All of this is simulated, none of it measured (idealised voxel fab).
process module | voxel tone inversion
cross-section cut | 290 nm wide | cells 5 nm
A cross-section is a grid of square cells, given in bands from the top down. A band is one or more rows of cells.
Each band's line starts with the height of the band's top and of its bottom, in nm. Then come its materials from left to right, each with its width in nm. One material with "throughout" fills the band from edge to edge. "air" is empty space.
Height 0 is the level under which the wafer as received is all one material. The lowest band goes on downwards, as in "0 down".
A width such as "30 to 40" changes by the same amount from each row of cells to the next, from the band's top row to its bottom row.
"no change" after a step means that no cell of the cross-section changed.
closed voids: empty space of 8 cells or more with no open way to the top, each as width x height at its distance from the left edge, in nm
after a step's settings: what the simulator itself notes on the step
overlay nm, on a step with a mask: how far to the right of its planned place the mask lay; to the left if negative
plan
1 op RECEIVE | material Si
2 op CONFORMAL_DEP | material SiCN | thk nm 5
3 op DIRECTIONAL_DEP | material polySi | thk nm 15
4 op PATTERN | tone cover | mask id POSTS | material resist | width nm 25 | pitch nm 45 | thk nm 25 | overlay nm 0
5 op DIRECTIONAL_ETCH | etch materials polySi | depth nm 15
6 op STRIP | etch materials resist
7 op FILL_DEP | material lowk | thk nm 5
8 op CMP | height nm 25
9 op STRIP | etch materials polySi
varied across the wafers: thk nm of step 2. The plan shows the first wafer's value. All wafers start alike
first wafer as received, after step 1
  0 down: Si throughout
  closed voids: none
each wafer at the end: cells of each material gained (+) or lost (-) since it was received, then its closed voids
thk nm 5 | +58 SiCN | +172 lowk | +60 polySi | closed voids: none
thk nm 10 | +116 SiCN | +114 lowk | closed voids: none
thk nm 15 | +174 SiCN | +76 lowk | closed voids: none
thk nm 20 | +232 SiCN | +38 lowk | closed voids: none
thk nm 25 | +290 SiCN | closed voids: none
